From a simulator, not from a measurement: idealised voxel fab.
You're looking at the process module voxel transistor to metal.
Displayed cross-section: cut, width of 155 nm, square cells sized 5 nm.
When this document writes out a cross-section, it uses a grid of square cells and lists it as bands, beginning at the top and moving down, with a band standing for one or more rows of cells.
Look at the band entry: it leads with the top's height and the bottom's height in nm. Then it lists the materials left to right, with a width in nm for each. The word "throughout" on a single material says that material fills the band edge to edge. The word "air" is empty space.
All heights in this document are referenced to 0, defined as the level beneath which the wafer, as received, consists entirely of one material. The lowest band is not bounded below; it extends indefinitely downward and is written in the form "0 nm and below".
It should be noted that a width expressed as "30->40" varies in equal increments from row to row of cells within the band, taking the value of the first number at the top row and that of the second number at the bottom row.
Basically "remains unaltered" means that step didn't change any cell in the cross-section.
So "Closed void list" is basically the list of trapped voids: any empty space of 8 cells or more that can't reach the top through an opening. They're written width x height at distance, the distance being from the left edge, and it's all nm.
Anything after a step's settings on that line? It's the simulator's own note about the step.
Among the settings permitted on a step's line is "overlay nm"; applied to a step with a mask, it specifies the extent to which the mask lay to the right of its planned position, whereas a negative figure signifies a position to the left.

Process steps (planned)
1,RECEIVE,material Si
2,OXIDIZE,depth nm 5
3,CONFORMAL_DEP,material SiN,thk nm 10
4,MASKED_ETCH,tone cover,mask id ACTIVE,width nm 105,etch materials SiN,depth nm 10,overlay nm 0
5,MASKED_ETCH,tone cover,mask id ACTIVE,width nm 105,etch materials SiO2,depth nm 5,overlay nm 0
6,MASKED_ETCH,tone cover,mask id ACTIVE,width nm 105,etch materials Si,depth nm 25,overlay nm 0
7,OXIDIZE,depth nm 5
8,FILL_DEP,material SiO2,thk nm 5
9,CMP,height nm 10
10,SELECTIVE_ETCH,etch materials SiO2,depth nm 10
11,STRIP,etch materials SiN
12,SELECTIVE_ETCH,etch materials SiO2,depth nm 5
13,OXIDIZE,depth nm 5
14,DIRECTIONAL_DEP,material polySi,thk nm 30
15,DIRECTIONAL_DEP,material SiCN,thk nm 15
16,DIRECTIONAL_DEP,material aC,thk nm 15
17,PATTERN,tone cover,mask id GATE,material resist,width nm 25,thk nm 30,overlay nm 0
18,DIRECTIONAL_ETCH,etch materials aC,depth nm 15
19,STRIP,etch materials resist
20,DIRECTIONAL_ETCH,etch materials SiCN,depth nm 25
21,DIRECTIONAL_ETCH,etch materials polySi,depth nm 40
22,STRIP,etch materials aC
23,CONFORMAL_DEP,material SiO2,thk nm 5
24,DIRECTIONAL_ETCH,etch materials SiO2,depth nm 5
25,CONFORMAL_DEP,material SiN,thk nm 5
26,DIRECTIONAL_ETCH,etch materials SiN,depth nm 5
27,DIRECTIONAL_ETCH,etch materials SiO2,depth nm 5
28,EPI,material nSi,thk nm 5
29,FILL_DEP,material SiO2,thk nm 10
30,CMP,height nm 25
31,STRIP,etch materials polySi
32,SELECTIVE_ETCH,etch materials SiO2,depth nm 5
33,CONFORMAL_DEP,material HfO2,thk nm 5
34,CONFORMAL_DEP,material TiN,thk nm 5
35,FILL_DEP,material W,thk nm 5
36,CMP,height nm 20
37,DIRECTIONAL_DEP,material SiO2,thk nm 15
38,DIRECTIONAL_DEP,material aC,thk nm 15
39,PATTERN,tone open,mask id CONTACT,material resist,width nm 20,pitch nm 75,thk nm 35,overlay nm 0
40,DIRECTIONAL_ETCH,etch materials aC,depth nm 15
41,STRIP,etch materials resist
42,DIRECTIONAL_ETCH,etch materials SiO2,depth nm 40
43,STRIP,etch materials aC
44,CONFORMAL_DEP,material TiN,thk nm 5
45,FILL_DEP,material W,thk nm 5
46,CMP,height nm 35
47,CONFORMAL_DEP,material SiCN,thk nm 5
48,DIRECTIONAL_DEP,material lowk,thk nm 25
49,PATTERN,tone open,mask id METAL_1,material resist,width nm 20,pitch nm 75,thk nm 20,overlay nm 0
50,DIRECTIONAL_ETCH,etch materials lowk,depth nm 25
51,DIRECTIONAL_ETCH,etch materials SiCN,depth nm 5
52,STRIP,etch materials resist
53,CONFORMAL_DEP,material TiN,thk nm 5
54,FILL_DEP,material Ru,thk nm 5
55,CMP,height nm 65
56,EPI,material Ru,thk nm 5
57,FILL_DEP,material SiCN,thk nm 5
58,DIRECTIONAL_DEP,material SiO2,thk nm 30
59,PATTERN,tone open,mask id METAL_2_HOLES,material resist,width nm 15,pitch nm 75,thk nm 15,overlay nm 0
60,DIRECTIONAL_ETCH,etch materials SiO2,depth nm 30
61,STRIP,etch materials resist
62,DIRECTIONAL_DEP,material aC,thk nm 10
63,PATTERN,tone open,mask id METAL_2,material resist,width nm 20,pitch nm 75,thk nm 25,overlay nm 0
64,DIRECTIONAL_ETCH,etch materials aC,depth nm 10
65,STRIP,etch materials resist
66,DIRECTIONAL_ETCH,etch materials SiO2,depth nm 15
67,DIRECTIONAL_ETCH,etch materials SiCN,depth nm 5
68,STRIP,etch materials aC
69,CONFORMAL_DEP,material TiN,thk nm 5
70,FILL_DEP,material Cu,thk nm 10
71,CMP,height nm 105
72,CONFORMAL_DEP,material SiCN,thk nm 5

Incoming wafer, cross-sectional view, post step 1
0 nm and below = Si throughout
Closed void list: none

Sectioned view, first of two wafers, at the close of the module, processed as intended in the plan
110 nm to 105 nm = SiCN throughout
105 nm to 95 nm = 30 nm SiO2, then 5 nm TiN, then 10 nm Cu, then 5 nm TiN, then 55 nm SiO2, then 5 nm TiN, then 10 nm Cu, then 5 nm TiN, then 30 nm SiO2
95 nm to 90 nm = 30 nm SiO2, then 5 nm TiN, then 5 nm Cu, then 10 nm TiN, then 55 nm SiO2, then 5 nm TiN, then 5 nm Cu, then 10 nm TiN, then 30 nm SiO2
90 nm to 75 nm = 30 nm SiO2, then 5 nm TiN, then 5 nm Cu, then 5 nm TiN, then 60 nm SiO2, then 5 nm TiN, then 5 nm Cu, then 5 nm TiN, then 35 nm SiO2
75 nm to 70 nm = 30 nm SiCN, then 15 nm TiN, then 60 nm SiCN, then 15 nm TiN, then 35 nm SiCN
70 nm to 65 nm = 25 nm SiCN, then 30 nm Ru, then 45 nm SiCN, then 30 nm Ru, then 25 nm SiCN
65 nm to 40 nm = 30 nm lowk, then 5 nm TiN, then 10 nm Ru, then 5 nm TiN, then 55 nm lowk, then 5 nm TiN, then 10 nm Ru, then 5 nm TiN, then 30 nm lowk
40 nm to 35 nm = 30 nm SiCN, then 20 nm TiN, then 55 nm SiCN, then 20 nm TiN, then 30 nm SiCN
35 nm to 20 nm = 30 nm SiO2, then 5 nm TiN, then 10 nm W, then 5 nm TiN, then 55 nm SiO2, then 5 nm TiN, then 10 nm W, then 5 nm TiN, then 30 nm SiO2
20 nm to 0 nm = 30 nm SiO2, then 5 nm TiN, then 10 nm W, then 5 nm TiN, then 5 nm SiO2, then 5 nm SiN, then 5 nm HfO2, then 5 nm TiN, then 15 nm W, then 5 nm TiN, then 5 nm HfO2, then 5 nm SiN, then 5 nm SiO2, then 5 nm TiN, then 10 nm W, then 5 nm TiN, then 30 nm SiO2
0 nm to -5 nm = 30 nm SiO2, then 20 nm TiN, then 5 nm SiO2, then 5 nm SiN, then 5 nm HfO2, then 25 nm TiN, then 5 nm HfO2, then 5 nm SiN, then 5 nm SiO2, then 20 nm TiN, then 30 nm SiO2
-5 nm to -10 nm = 25 nm SiO2, then 30 nm nSi, then 5 nm SiO2, then 35 nm HfO2, then 5 nm SiO2, then 30 nm nSi, then 25 nm SiO2
-10 nm to -35 nm = 30 nm SiO2, then 95 nm Si, then 30 nm SiO2
-35 nm and below = Si throughout
Closed void list: none

This cross-section belongs to the second wafer of two at the end of the module; the start and the plan were shared with the first, and the run included one mistake
110 nm to 105 nm = SiCN throughout
105 nm to 90 nm = 30 nm SiO2, then 5 nm TiN, then 10 nm Cu, then 5 nm TiN, then 55 nm SiO2, then 5 nm TiN, then 10 nm Cu, then 5 nm TiN, then 30 nm SiO2
90 nm to 85 nm = 30 nm SiO2, then 5 nm TiN, then 5 nm Cu, then 10 nm TiN, then 55 nm SiO2, then 5 nm TiN, then 5 nm Cu, then 10 nm TiN, then 30 nm SiO2
85 nm to 75 nm = 30 nm SiO2, then 5 nm TiN, then 5 nm Cu, then 5 nm TiN, then 60 nm SiO2, then 5 nm TiN, then 5 nm Cu, then 5 nm TiN, then 35 nm SiO2
75 nm to 70 nm = 30 nm SiCN, then 15 nm TiN, then 60 nm SiCN, then 15 nm TiN, then 35 nm SiCN
70 nm to 65 nm = 25 nm SiCN, then 30 nm Ru, then 45 nm SiCN, then 30 nm Ru, then 25 nm SiCN
65 nm to 40 nm = 30 nm lowk, then 5 nm TiN, then 10 nm Ru, then 5 nm TiN, then 55 nm lowk, then 5 nm TiN, then 10 nm Ru, then 5 nm TiN, then 30 nm lowk
40 nm to 35 nm = 30 nm SiCN, then 20 nm TiN, then 55 nm SiCN, then 20 nm TiN, then 30 nm SiCN
35 nm to 20 nm = 30 nm SiO2, then 5 nm TiN, then 10 nm W, then 5 nm TiN, then 55 nm SiO2, then 5 nm TiN, then 10 nm W, then 5 nm TiN, then 30 nm SiO2
20 nm to 0 nm = 30 nm SiO2, then 5 nm TiN, then 10 nm W, then 5 nm TiN, then 5 nm SiO2, then 5 nm SiN, then 5 nm HfO2, then 5 nm TiN, then 15 nm W, then 5 nm TiN, then 5 nm HfO2, then 5 nm SiN, then 5 nm SiO2, then 5 nm TiN, then 10 nm W, then 5 nm TiN, then 30 nm SiO2
0 nm to -5 nm = 30 nm SiO2, then 20 nm TiN, then 5 nm SiO2, then 5 nm SiN, then 5 nm HfO2, then 25 nm TiN, then 5 nm HfO2, then 5 nm SiN, then 5 nm SiO2, then 20 nm TiN, then 30 nm SiO2
-5 nm to -10 nm = 25 nm SiO2, then 30 nm nSi, then 5 nm SiO2, then 35 nm HfO2, then 5 nm SiO2, then 30 nm nSi, then 25 nm SiO2
-10 nm to -35 nm = 30 nm SiO2, then 95 nm Si, then 30 nm SiO2
-35 nm and below = Si throughout
Closed void list: none
Plan not followed: in deviation from the planned setting, step 66 was conducted as DIRECTIONAL_ETCH,etch materials SiO2,depth nm 20
In the final state, the cell counts of the second wafer exceed or fall short of those of the first for the following materials: +2 Cu | -2 SiO2
